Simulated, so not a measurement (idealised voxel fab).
You're looking at the process module voxel lift off.
FYI the section here is cut, 170 nm wide, cells are 5 nm squares.
In what follows, cross-sections appear as grids of square cells, described through bands that run from the top down, where every band is one or more rows of cells. What a band's entry tells you: where the top is and where the bottom is, as heights in nm, and after that what lies inside, material by material from left to right, each with its width in nm. Empty space is written as the word "air", and a single material marked with the word "everywhere" occupies the band from edge to edge. Heads up on the height convention: 0 is the point under which the incoming wafer is all one material, and the lowest band has no bottom, it just keeps going down, like "z 0 and below". Read "30 to 40" as a graded width: first number on top, second number at the bottom, same change between each pair of neighbouring rows. The cross-section has no changed cell in any step marked "left unchanged". If an empty space has no open way to the top and is at least 8 cells in size, "Tabulated closed voids" lists it, written width x height at distance, where distance is measured from the left edge and every value is in nm. On a step's line, text after the settings is the simulator commenting on that step. overlay nm: mask right of planned place by this much (step with mask). Neg. = left.

This section lists the process steps that were planned
| 1 | RECEIVE (material Si) |
| 2 | CONFORMAL_DEP (material Al2O3; thk nm 15) |
| 3 | PATTERN (tone open; mask id LINES; material resist; width nm 25; pitch nm 50; thk nm 30; overlay nm 0) |
| 4 | DIRECTIONAL_DEP (material Ru; thk nm 15) |
| 5 | STRIP (etch materials resist) |
| 6 | CONFORMAL_DEP (material SiN; thk nm 5) |

This is the cross-section of the wafer as we received it, i.e. after step 1
* z 0 and below: Si everywhere
* Tabulated closed voids: none

First of two wafers at the end of the module, shown in cross-section; run carried out as planned
* z 35 to 30: air=40, then SiN=35, then air=15, then SiN=35, then air=45
* z 30 to 20: air=40, then SiN=5, then Ru=25, then SiN=5, then air=15, then SiN=5, then Ru=25, then SiN=5, then air=45
* z 20 to 15: SiN=45, then Ru=25, then SiN=25, then Ru=25, then SiN=50
* z 15 to 0: Al2O3 everywhere
* z 0 and below: Si everywhere
* Tabulated closed voids: none

second wafer at the end: like start, like plan, one mistake
* z 35 to 30: air=35, then SiN=35, then air=15, then SiN=35, then air=50
* z 30 to 20: air=35, then SiN=5, then Ru=25, then SiN=5, then air=15, then SiN=5, then Ru=25, then SiN=5, then air=50
* z 20 to 15: SiN=40, then Ru=25, then SiN=25, then Ru=25, then SiN=55
* z 15 to 0: Al2O3 everywhere
* z 0 and below: Si everywhere
* Tabulated closed voids: none
Against the plan, the run slipped here: step 3 went in with a setting other than planned; the actual run was PATTERN (tone open; mask id LINES; material resist; width nm 25; pitch nm 50; thk nm 30; overlay nm -5)
The concluding comparison shows that, measured in cells, each material is equally abundant on both wafers, albeit at different positions.
